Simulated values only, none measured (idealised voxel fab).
Proc. module: voxel tone inversion
Square cells of 5 nm make up the cross-section cut, whose width is 285 nm.
Format of a cross-section: grid, square cells. Given as bands. Order: top down. Band: one or more rows of cells. It is stipulated that each band's entry specify, in nanometres, the height of the top of the band and then that of its bottom, followed by the materials of the band in left-to-right sequence, each together with its width in nanometres. A single material marked by the word "full width" is understood to fill the band from edge to edge; the word "blank" is understood to denote empty space. Heights are reckoned from 0. Under this level, the received wafer is all of one material. The bottommost band is open-ended downward, for example "top 0, no bottom". The width entry "30..40" should be interpreted row by row: the top row of cells in the band takes the first number, the bottom row takes the second number, and the change between adjacent rows is uniform throughout. "no alterations made", as given for a step, is the statement that not any cell of the cross-section underwent a change during that step. Listed in "Closed internal voids": every empty space of 8 or more cells without an open way to the top. Form: width x height at distance, the distance being from the left edge, all in nm. On each step's line, the part that comes after the settings is the simulator's own comment on the step. On any step carrying a mask, the "overlay nm" setting, if present on the step's line, tells how far right of its planned place the mask lay; negative values point to the left.

[Steps in the process plan]
- 1: RECEIVE, material Si
- 2: CONFORMAL_DEP, material SiN, thk nm 5
- 3: DIRECTIONAL_DEP, material aC, thk nm 20
- 4: PATTERN, tone cover, mask id POSTS, material resist, width nm 15, pitch nm 45, thk nm 25, overlay nm 0
- 5: DIRECTIONAL_ETCH, etch materials aC, depth nm 20
- 6: STRIP, etch materials resist
- 7: FILL_DEP, material SiO2, thk nm 10
- 8: CMP, height nm 25
- 9: STRIP, etch materials aC
- 10: CONFORMAL_DEP, material TiN, thk nm 5
- 11: FILL_DEP, material Ru, thk nm 5
- 12: CMP, height nm 25
- 13: CONFORMAL_DEP, material SiCN, thk nm 5
Wafer-to-wafer difference: width nm, step 4. Common start. Plan = first wafer's value.

[Sectional view: first of several wafers, as received, after step 1]
* top 0, no bottom = Si full width
* Closed internal voids: none

[Note: the following table is arranged by wafer, a row apiece. Each row reports the end-of-module state: per material, cells gained (+) or cells lost (-) compared with the wafer as received; closed voids follow]
width nm 15; +6 Ru; +57 SiCN; +57 SiN; +204 SiO2; +18 TiN; Closed internal voids: none
width nm 20; +12 Ru; +57 SiCN; +57 SiN; +196 SiO2; +20 TiN; Closed internal voids: none
width nm 25; +18 Ru; +57 SiCN; +57 SiN; +188 SiO2; +22 TiN; Closed internal voids: none
width nm 30; +24 Ru; +57 SiCN; +57 SiN; +180 SiO2; +24 TiN; Closed internal voids: none
